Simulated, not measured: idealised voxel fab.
The following is a process module called voxel air gaps.
In the cross-section labelled cut, the width is 240 nm and each square cell is 5 nm.
Cross-section = grid of square cells, listed top down in bands; band = one or more rows. For a band, the entry starts with two heights in nm, that of the top and then that of the bottom, and carries on with the band's materials in order from left to right, each alongside its width in nm; the word "edge to edge" beside a single material means it fills the band edge to edge, and "air" means empty space. Measure heights from 0. That's the level where, below it, the as-received wafer is all one material. The lowest band is bottomless and extends downward; write it as in "0 down". Width "30 to 40": first value at the band's top row of cells, second value at its bottom row, equal change from row to row. Take "no alterations made" at face value: in the step it is given for, the cross-section changed in none of its cells. The entry "Closed void catalog" lists the empty spaces that cover at least 8 cells and have no open path to the top. Each is written as width x height at distance, where the distance is measured from the left edge and all three values are in nm. after a step's settings: what the simulator itself notes on the step. overlay nm: for a step with a mask, the amount by which the mask lay right of where it was planned; a negative amount means left of it.
-- These are the steps we planned for the process
| 1 | RECEIVE [material Si] |
| 2 | CONFORMAL_DEP [material SiO2] [thk nm 15] |
| 3 | CONFORMAL_DEP [material SiN] [thk nm 5] |
| 4 | DIRECTIONAL_DEP [material SiO2] [thk nm 30] |
| 5 | MASKED_ETCH [tone open] [mask id LINES] [width nm 25] [pitch nm 55] [etch materials SiO2] [depth nm 30] [overlay nm 0] |
| 6 | CONFORMAL_DEP [material TiN] [thk nm 5] |
| 7 | FILL_DEP [material W] [thk nm 5] |
| 8 | CMP [height nm 50] |
| 9 | EPI [material Ru] [thk nm 10] |
| 10 | SELECTIVE_ETCH [etch materials SiO2] [depth nm 40] |
| 11 | CONFORMAL_DEP [material SiN] [thk nm 5] |
-- The first of two wafers, run as planned
-- As received (post step 1): cross-section
0 down  Si edge to edge
Closed void catalog: none
-- Wafer after step 2 (cross-section)
15 to 0  SiO2 edge to edge
Everything under 0 stays put, no change at all.
-- Wafer after step 3 (cross-section)
20 to 15  SiN edge to edge
Everything under 15 stays put, no change at all.
-- Wafer after step 4 (cross-section)
50 to 20  SiO2 edge to edge
Everything under 20 stays put, no change at all.
-- Wafer after step 5 (cross-section)
50 to 20  SiO2 (50) | air (25) | SiO2 (30) | air (25) | SiO2 (30) | air (25) | SiO2 (55)
Everything under 20 stays put, no change at all.
-- Wafer after step 6 (cross-section)
55 to 50  TiN (55) | air (15) | TiN (40) | air (15) | TiN (40) | air (15) | TiN (60)
50 to 25  SiO2 (50) | TiN (5) | air (15) | TiN (5) | SiO2 (30) | TiN (5) | air (15) | TiN (5) | SiO2 (30) | TiN (5) | air (15) | TiN (5) | SiO2 (55)
25 to 20  SiO2 (50) | TiN (25) | SiO2 (30) | TiN (25) | SiO2 (30) | TiN (25) | SiO2 (55)
Everything under 20 stays put, no change at all.
-- Wafer after step 7 (cross-section)
60 to 55  W edge to edge
55 to 50  TiN (55) | W (15) | TiN (40) | W (15) | TiN (40) | W (15) | TiN (60)
50 to 25  SiO2 (50) | TiN (5) | W (15) | TiN (5) | SiO2 (30) | TiN (5) | W (15) | TiN (5) | SiO2 (30) | TiN (5) | W (15) | TiN (5) | SiO2 (55)
Everything under 25 stays put, no change at all.
-- Wafer after step 8 (cross-section)
50 to 25  SiO2 (50) | TiN (5) | W (15) | TiN (5) | SiO2 (30) | TiN (5) | W (15) | TiN (5) | SiO2 (30) | TiN (5) | W (15) | TiN (5) | SiO2 (55)
Everything under 25 stays put, no change at all.
-- Wafer after step 9 (cross-section)
60 to 50  air (40) | Ru (45) | air (10) | Ru (45) | air (10) | Ru (45) | air (45)
Everything under 50 stays put, no change at all.
-- Wafer after step 10 (cross-section)
60 to 50  air (40) | Ru (45) | air (10) | Ru (45) | air (10) | Ru (45) | air (45)
50 to 25  air (50) | TiN (5) | W (15) | TiN (5) | air (30) | TiN (5) | W (15) | TiN (5) | air (30) | TiN (5) | W (15) | TiN (5) | air (55)
25 to 20  air (50) | TiN (25) | air (30) | TiN (25) | air (30) | TiN (25) | air (55)
Everything under 20 stays put, no change at all.
-- Wafer after step 11 (cross-section)
65 to 60  air (35) | SiN (165) | air (40)
60 to 50  air (35) | SiN (5) | Ru (45) | SiN (10) | Ru (45) | SiN (10) | Ru (45) | SiN (5) | air (40)
50 to 45  air (35) | SiN (15) | TiN (5) | W (15) | TiN (5) | SiN (30) | TiN (5) | W (15) | TiN (5) | SiN (30) | TiN (5) | W (15) | TiN (5) | SiN (15) | air (40)
45 to 25  air (45) | SiN (5) | TiN (5) | W (15) | TiN (5) | SiN (5) | air (20) | SiN (5) | TiN (5) | W (15) | TiN (5) | SiN (5) | air (20) | SiN (5) | TiN (5) | W (15) | TiN (5) | SiN (5) | air (50)
25 to 20  SiN (50) | TiN (25) | SiN (30) | TiN (25) | SiN (30) | TiN (25) | SiN (55)
Everything under 20 stays put, no change at all.
Closed void catalog: 20 x 20 at 80; 20 x 20 at 135
-- Now the other wafer: same start, same recipe, but we messed up one thing when running it. Up to and including step 1 it's the same as the first one
-- Cross-sectional representation of the second wafer at the time designated in the plan for the completion of step 2
5 to 0  SiN edge to edge
Everything under 0 stays put, no change at all.
-- Cross-sectional representation of the second wafer at the time designated in the plan for the completion of step 3
20 to 5  SiO2 edge to edge
Everything under 5 stays put, no change at all.
-- Cross-sectional representation of the second wafer at the time designated in the plan for the completion of step 4
50 to 5  SiO2 edge to edge
Everything under 5 stays put, no change at all.
-- Cross-sectional representation of the second wafer at the time designated in the plan for the completion of step 5
50 to 20  SiO2 (50) | air (25) | SiO2 (30) | air (25) | SiO2 (30) | air (25) | SiO2 (55)
Everything under 20 stays put, no change at all.
-- Cross-sectional representation of the second wafer at the time designated in the plan for the completion of step 6
55 to 50  TiN (55) | air (15) | TiN (40) | air (15) | TiN (40) | air (15) | TiN (60)
50 to 25  SiO2 (50) | TiN (5) | air (15) | TiN (5) | SiO2 (30) | TiN (5) | air (15) | TiN (5) | SiO2 (30) | TiN (5) | air (15) | TiN (5) | SiO2 (55)
25 to 20  SiO2 (50) | TiN (25) | SiO2 (30) | TiN (25) | SiO2 (30) | TiN (25) | SiO2 (55)
Everything under 20 stays put, no change at all.
-- Cross-sectional representation of the second wafer at the time designated in the plan for the completion of step 7
60 to 55  W edge to edge
55 to 50  TiN (55) | W (15) | TiN (40) | W (15) | TiN (40) | W (15) | TiN (60)
50 to 25  SiO2 (50) | TiN (5) | W (15) | TiN (5) | SiO2 (30) | TiN (5) | W (15) | TiN (5) | SiO2 (30) | TiN (5) | W (15) | TiN (5) | SiO2 (55)
Everything under 25 stays put, no change at all.
-- Cross-sectional representation of the second wafer at the time designated in the plan for the completion of step 8
50 to 25  SiO2 (50) | TiN (5) | W (15) | TiN (5) | SiO2 (30) | TiN (5) | W (15) | TiN (5) | SiO2 (30) | TiN (5) | W (15) | TiN (5) | SiO2 (55)
Everything under 25 stays put, no change at all.
-- Cross-sectional representation of the second wafer at the time designated in the plan for the completion of step 9
60 to 50  air (40) | Ru (45) | air (10) | Ru (45) | air (10) | Ru (45) | air (45)
Everything under 50 stays put, no change at all.
-- Cross-sectional representation of the second wafer at the time designated in the plan for the completion of step 10
60 to 50  air (40) | Ru (45) | air (10) | Ru (45) | air (10) | Ru (45) | air (45)
50 to 25  air (50) | TiN (5) | W (15) | TiN (5) | air (30) | TiN (5) | W (15) | TiN (5) | air (30) | TiN (5) | W (15) | TiN (5) | air (55)
25 to 20  air (50) | TiN (25) | air (30) | TiN (25) | air (30) | TiN (25) | air (55)
20 to 10  air (60) | SiO2 (5) | air (50) | SiO2 (5) | air (50) | SiO2 (5) | air (65)
Everything under 10 stays put, no change at all.
-- Cross-sectional representation of the second wafer at the time designated in the plan for the completion of step 11
65 to 60  air (35) | SiN (165) | air (40)
60 to 50  air (35) | SiN (5) | Ru (45) | SiN (10) | Ru (45) | SiN (10) | Ru (45) | SiN (5) | air (40)
50 to 45  air (35) | SiN (15) | TiN (5) | W (15) | TiN (5) | SiN (30) | TiN (5) | W (15) | TiN (5) | SiN (30) | TiN (5) | W (15) | TiN (5) | SiN (15) | air (40)
45 to 25  air (45) | SiN (5) | TiN (5) | W (15) | TiN (5) | SiN (5) | air (20) | SiN (5) | TiN (5) | W (15) | TiN (5) | SiN (5) | air (20) | SiN (5) | TiN (5) | W (15) | TiN (5) | SiN (5) | air (50)
25 to 20  air (45) | SiN (5) | TiN (25) | SiN (5) | air (20) | SiN (5) | TiN (25) | SiN (5) | air (20) | SiN (5) | TiN (25) | SiN (5) | air (50)
20 to 15  air (45) | SiN (15) | SiO2 (5) | SiN (15) | air (20) | SiN (15) | SiO2 (5) | SiN (15) | air (20) | SiN (15) | SiO2 (5) | SiN (15) | air (50)
15 to 10  SiN (60) | SiO2 (5) | SiN (50) | SiO2 (5) | SiN (50) | SiO2 (5) | SiN (65)
Everything under 10 stays put, no change at all.
Closed void catalog: 20 x 30 at 80; 20 x 30 at 135
Run error: the processing plan was not followed for steps 2 and 3, which were run with their positions exchanged
The closing comparison, in cells, has the second wafer with more or fewer of some materials than the first: 36 more of SiN, 90 fewer of SiO2
